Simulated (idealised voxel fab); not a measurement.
process module | voxel wiring stack
cross-section cut | 265 nm wide | cells 5 nm
A cross-section is a grid of square cells, given in bands from the top down. A band is one or more rows of cells.
Each band's line starts with the height of the band's top and of its bottom, in nm. Then come its materials from left to right, each with its width in nm. One material with "throughout" fills the band from edge to edge. "air" is empty space.
Height 0 is the level under which the wafer as received is all one material. The lowest band goes on downwards, as in "0 down".
A width such as "30 to 40" changes by the same amount from each row of cells to the next, from the band's top row to its bottom row.
"no change" after a step means that no cell of the cross-section changed.
closed voids: empty space of 8 cells or more with no open way to the top, each as width x height at its distance from the left edge, in nm
after a step's settings: what the simulator itself notes on the step
overlay nm, on a step with a mask: how far to the right of its planned place the mask lay; to the left if negative
plan
1 op RECEIVE | material Si
2 op CONFORMAL_DEP | material SiO2 | thk nm 10
3 op CONFORMAL_DEP | material SiCN | thk nm 5
4 op DIRECTIONAL_DEP | material lowk | thk nm 25
5 op PATTERN | tone open | mask id METAL_1 | material resist | width nm 20 | pitch nm 45 | thk nm 20 | overlay nm 0
6 op DIRECTIONAL_ETCH | etch materials lowk | depth nm 25
7 op DIRECTIONAL_ETCH | etch materials SiCN | depth nm 5
8 op STRIP | etch materials resist
9 op CONFORMAL_DEP | material TiN | thk nm 5
10 op FILL_DEP | material Cu | thk nm 10
11 op CMP | height nm 40
12 op CONFORMAL_DEP | material SiCN | thk nm 5
13 op DIRECTIONAL_DEP | material lowk | thk nm 30
14 op MASKED_ETCH | tone open | mask id METAL_2 | width nm 20 | pitch nm 45 | etch materials lowk | depth nm 15 | overlay nm 0
15 op DIRECTIONAL_DEP | material aC | thk nm 10
16 op PATTERN | tone open | mask id METAL_2_HOLES | material resist | width nm 15 | pitch nm 45 | thk nm 30 | overlay nm 0
17 op DIRECTIONAL_ETCH | etch materials aC | depth nm 10
18 op STRIP | etch materials resist
19 op DIRECTIONAL_ETCH | etch materials lowk | depth nm 15
20 op DIRECTIONAL_ETCH | etch materials SiCN | depth nm 5
21 op STRIP | etch materials aC
22 op CONFORMAL_DEP | material TiN | thk nm 5
23 op FILL_DEP | material Cu | thk nm 10
24 op CMP | height nm 75
25 op CONFORMAL_DEP | material SiCN | thk nm 5
26 op DIRECTIONAL_DEP | material SiO2 | thk nm 15
27 op DIRECTIONAL_DEP | material aC | thk nm 15
28 op PATTERN | tone open | mask id PLUG_2 | material resist | width nm 15 | pitch nm 90 | thk nm 35 | overlay nm 0
29 op DIRECTIONAL_ETCH | etch materials aC | depth nm 15
30 op STRIP | etch materials resist
31 op DIRECTIONAL_ETCH | etch materials SiO2 | depth nm 15
32 op DIRECTIONAL_ETCH | etch materials SiCN | depth nm 5
33 op STRIP | etch materials aC
34 op EPI | material Ru | thk nm 10
35 op EPI | material Ru | thk nm 10
36 op DIRECTIONAL_DEP | material TiN | thk nm 5
37 op DIRECTIONAL_DEP | material Ru | thk nm 25
38 op MASKED_ETCH | tone cover | mask id METAL_3 | width nm 20 | pitch nm 45 | etch materials Ru | depth nm 25 | overlay nm 0
39 op MASKED_ETCH | tone cover | mask id METAL_3 | width nm 20 | pitch nm 45 | etch materials TiN | depth nm 5 | overlay nm 0
40 op FILL_DEP | material SiO2 | thk nm 10
41 op CMP | height nm 125
42 op CONFORMAL_DEP | material SiCN | thk nm 5
43 op DIRECTIONAL_DEP | material lowk | thk nm 25
44 op MASKED_ETCH | tone open | mask id METAL_4_HOLES | width nm 15 | pitch nm 45 | etch materials lowk | depth nm 25 | overlay nm 0
45 op PATTERN | tone open | mask id METAL_4 | material resist | width nm 20 | pitch nm 45 | thk nm 15 | overlay nm 0
46 op DIRECTIONAL_ETCH | etch materials lowk | depth nm 15
47 op DIRECTIONAL_ETCH | etch materials SiCN | depth nm 5
48 op STRIP | etch materials resist
49 op CONFORMAL_DEP | material TiN | thk nm 5
50 op FILL_DEP | material Cu | thk nm 10
51 op CMP | height nm 155
52 op CONFORMAL_DEP | material SiN | thk nm 5
as received, after step 1
  0 down: Si throughout
  closed voids: none
first wafer at the end, as planned
  160 to 155: SiN throughout
  155 to 145: lowk 55 | TiN 5 | Cu 10 | TiN 5 | lowk 25 | TiN 5 | Cu 10 | TiN 5 | lowk 25 | TiN 5 | Cu 10 | TiN 5 | lowk 25 | TiN 5 | Cu 10 | TiN 5 | lowk 55
  145 to 140: lowk 55 | TiN 5 | Cu 5 | TiN 10 | lowk 25 | TiN 5 | Cu 5 | TiN 10 | lowk 25 | TiN 5 | Cu 5 | TiN 10 | lowk 25 | TiN 5 | Cu 5 | TiN 10 | lowk 55
  140 to 130: lowk 55 | TiN 5 | Cu 5 | TiN 5 | lowk 30 | TiN 5 | Cu 5 | TiN 5 | lowk 30 | TiN 5 | Cu 5 | TiN 5 | lowk 30 | TiN 5 | Cu 5 | TiN 5 | lowk 60
  130 to 125: SiCN 55 | TiN 15 | SiCN 30 | TiN 15 | SiCN 30 | TiN 15 | SiCN 30 | TiN 15 | SiCN 60
  125 to 100: SiO2 55 | Ru 20 | SiO2 25 | Ru 20 | SiO2 25 | Ru 20 | SiO2 25 | Ru 20 | SiO2 55
  100 to 95: SiO2 55 | TiN 20 | SiO2 25 | TiN 20 | SiO2 25 | TiN 20 | SiO2 25 | TiN 20 | SiO2 55
  95 to 80: SiO2 55 | Ru 15 | SiO2 75 | Ru 15 | SiO2 105
  80 to 75: SiCN 55 | Ru 15 | SiCN 75 | Ru 15 | SiCN 105
  75 to 65: lowk 55 | TiN 5 | Cu 10 | TiN 5 | lowk 25 | TiN 5 | Cu 10 | TiN 5 | lowk 25 | TiN 5 | Cu 10 | TiN 5 | lowk 25 | TiN 5 | Cu 10 | TiN 5 | lowk 55
  65 to 60: lowk 55 | TiN 5 | Cu 5 | TiN 10 | lowk 25 | TiN 5 | Cu 5 | TiN 10 | lowk 25 | TiN 5 | Cu 5 | TiN 10 | lowk 25 | TiN 5 | Cu 5 | TiN 10 | lowk 55
  60 to 45: lowk 55 | TiN 5 | Cu 5 | TiN 5 | lowk 30 | TiN 5 | Cu 5 | TiN 5 | lowk 30 | TiN 5 | Cu 5 | TiN 5 | lowk 30 | TiN 5 | Cu 5 | TiN 5 | lowk 60
  45 to 40: SiCN 55 | TiN 15 | SiCN 30 | TiN 15 | SiCN 30 | TiN 15 | SiCN 30 | TiN 15 | SiCN 60
  40 to 15: lowk 55 | TiN 5 | Cu 10 | TiN 5 | lowk 25 | TiN 5 | Cu 10 | TiN 5 | lowk 25 | TiN 5 | Cu 10 | TiN 5 | lowk 25 | TiN 5 | Cu 10 | TiN 5 | lowk 55
  15 to 10: SiCN 55 | TiN 20 | SiCN 25 | TiN 20 | SiCN 25 | TiN 20 | SiCN 25 | TiN 20 | SiCN 55
  10 to 0: SiO2 throughout
  0 down: Si throughout
  closed voids: none
second wafer at the end: like start, like plan, one mistake
  160 to 155: SiN throughout
  155 to 145: lowk 55 | TiN 5 | Cu 10 | TiN 5 | lowk 25 | TiN 5 | Cu 10 | TiN 5 | lowk 25 | TiN 5 | Cu 10 | TiN 5 | lowk 25 | TiN 5 | Cu 10 | TiN 5 | lowk 55
  145 to 140: lowk 55 | TiN 5 | Cu 5 | TiN 10 | lowk 25 | TiN 5 | Cu 5 | TiN 10 | lowk 25 | TiN 5 | Cu 5 | TiN 10 | lowk 25 | TiN 5 | Cu 5 | TiN 10 | lowk 55
  140 to 130: lowk 55 | TiN 5 | Cu 5 | TiN 5 | lowk 30 | TiN 5 | Cu 5 | TiN 5 | lowk 30 | TiN 5 | Cu 5 | TiN 5 | lowk 30 | TiN 5 | Cu 5 | TiN 5 | lowk 60
  130 to 125: SiCN 55 | TiN 15 | SiCN 30 | TiN 15 | SiCN 30 | TiN 15 | SiCN 30 | TiN 15 | SiCN 60
  125 to 100: SiO2 55 | Ru 20 | SiO2 25 | Ru 20 | SiO2 25 | Ru 20 | SiO2 25 | Ru 20 | SiO2 55
  100 to 95: SiO2 55 | TiN 20 | SiO2 25 | TiN 20 | SiO2 25 | TiN 20 | SiO2 25 | TiN 20 | SiO2 55
  95 to 80: SiO2 55 | Ru 15 | SiO2 75 | Ru 15 | SiO2 105
  80 to 75: SiCN 55 | Ru 15 | SiCN 75 | Ru 15 | SiCN 105
  75 to 65: Cu 65 | TiN 5 | lowk 5 | TiN 5 | Cu 30 | TiN 5 | lowk 5 | TiN 5 | Cu 30 | TiN 5 | lowk 5 | TiN 5 | Cu 30 | TiN 5 | lowk 5 | TiN 5 | Cu 50
  65 to 60: TiN 70 | lowk 5 | TiN 40 | lowk 5 | TiN 40 | lowk 5 | TiN 40 | lowk 5 | TiN 55
  60 to 45: lowk throughout
  45 to 40: SiCN throughout
  40 to 15: lowk 55 | TiN 5 | Cu 10 | TiN 5 | lowk 25 | TiN 5 | Cu 10 | TiN 5 | lowk 25 | TiN 5 | Cu 10 | TiN 5 | lowk 25 | TiN 5 | Cu 10 | TiN 5 | lowk 55
  15 to 10: SiCN 55 | TiN 20 | SiCN 25 | TiN 20 | SiCN 25 | TiN 20 | SiCN 25 | TiN 20 | SiCN 55
  10 to 0: SiO2 throughout
  0 down: Si throughout
  closed voids: none
what went wrong: step 14 ran as: op MASKED_ETCH | tone cover | mask id METAL_2 | width nm 20 | pitch nm 45 | etch materials lowk | depth nm 15 | overlay nm 0
at the end the second wafer has, in cells: 50 more of Cu | 12 more of SiCN | 1 more of TiN | 63 fewer of lowk
